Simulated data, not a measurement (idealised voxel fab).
The process module that follows is named voxel gate over fins.
Cross-section cut spans 170 nm and uses square cells 5 nm in size.
Cross-section layout: square cells on a grid; listed as bands, top to bottom; a band spans one or more cell rows. In this notation a band is specified by the heights of its top and bottom, in that order and in nm, after which its materials appear from left to right, each paired with its width in nm. The word "everywhere" attached to a single material means that material fills the band from edge to edge; the word "air" stands for empty space. Height 0 is the level under which the wafer as received is all one material. The lowest band goes on downwards, as in "0 nm and below". Note: "30->40" means the width goes from the first number (top row of the band) to the second number (bottom row) in equal steps per row of cells. Step note "changes: none" = no cross-section cell changed. Enclosed voids (no open way to top), threshold 8 cells or more, entry "Completely sealed voids", notation width x height at distance, distance from left edge, nm. If you see something after the settings on a step's line, that's the simulator's own remark about that step. What "overlay nm" on a step's line means: if the step has a mask, that mask lay this far to the right of its planned place, or, when the value is negative, to the left.
Below is the list of planned process steps
1,RECEIVE (material Si)
2,CONFORMAL_DEP (material SiN; thk nm 5)
3,DIRECTIONAL_DEP (material aC; thk nm 15)
4,PATTERN (tone cover; mask id FINS; material resist; width nm 15; pitch nm 50; thk nm 30; overlay nm 0)
5,DIRECTIONAL_ETCH (etch materials aC; depth nm 15)
6,STRIP (etch materials resist)
7,DIRECTIONAL_ETCH (etch materials SiN; depth nm 5)
8,DIRECTIONAL_ETCH (etch materials Si; depth nm 30)
9,STRIP (etch materials aC)
10,FILL_DEP (material SiO2; thk nm 5)
11,CMP (height nm 5)
12,DIRECTIONAL_DEP (material aC; thk nm 10)
13,PATTERN (tone open; mask id RAIL; material resist; width nm 15; thk nm 30; overlay nm 0)
14,DIRECTIONAL_ETCH (etch materials aC; depth nm 10)
15,STRIP (etch materials resist)
16,DIRECTIONAL_ETCH (etch materials SiO2; depth nm 30)
17,STRIP (etch materials aC)
18,CONFORMAL_DEP (material TiN; thk nm 5)
19,FILL_DEP (material W; thk nm 5)
20,CMP (height nm 5)
21,SELECTIVE_ETCH (etch materials W Ru TiN; depth nm 25)
22,FILL_DEP (material SiO2; thk nm 5)
23,CMP (height nm 5)
24,SELECTIVE_ETCH (etch materials SiO2; depth nm 20)
25,STRIP (etch materials SiN)
26,CONFORMAL_DEP (material HfO2; thk nm 5)
27,CONFORMAL_DEP (material TiN; thk nm 5)
28,FILL_DEP (material W; thk nm 10)
29,CMP (height nm 15)
30,CONFORMAL_DEP (material SiN; thk nm 10)
Cross-section of the wafer as it came to us, i.e., already through step 1
> 0 nm and below: Si everywhere
> Completely sealed voids: none
Below is the wafer in cross-section after the module was completed. It began from the starting point shown above and followed the plan shown above, except that one mistake was made while running it
> 25 nm to 15 nm: SiN everywhere
> 15 nm to 10 nm: W everywhere
> 10 nm to 5 nm: W (40) / TiN (35) / W (15) / TiN (35) / W (45)
> 5 nm to 0 nm: W (40) / TiN (5) / HfO2 (25) / TiN (5) / W (15) / TiN (5) / HfO2 (25) / TiN (5) / W (45)
> 0 nm to -5 nm: W (40) / TiN (5) / HfO2 (5) / Si (15) / HfO2 (5) / TiN (5) / W (15) / TiN (5) / HfO2 (5) / Si (15) / HfO2 (5) / TiN (5) / W (45)
> -5 nm to -10 nm: TiN (45) / HfO2 (5) / Si (15) / HfO2 (5) / TiN (5) / W (15) / TiN (5) / HfO2 (5) / Si (15) / HfO2 (5) / TiN (50)
> -10 nm to -15 nm: HfO2 (35) / TiN (10) / HfO2 (5) / Si (15) / HfO2 (5) / TiN (25) / HfO2 (5) / Si (15) / HfO2 (5) / TiN (10) / HfO2 (40)
> -15 nm to -20 nm: SiO2 (30) / HfO2 (20) / Si (15) / HfO2 (35) / Si (15) / HfO2 (20) / SiO2 (35)
> -20 nm to -25 nm: SiO2 (50) / Si (15) / SiO2 (10) / TiN (15) / SiO2 (10) / Si (15) / SiO2 (55)
> -25 nm to -30 nm: SiO2 (50) / Si (15) / SiO2 (35) / Si (15) / SiO2 (55)
> -30 nm and below: Si everywhere
> Completely sealed voids: none
What was done differently from what was planned? so 24 and 25 got swapped relative to the plan, each ran where the other was supposed to
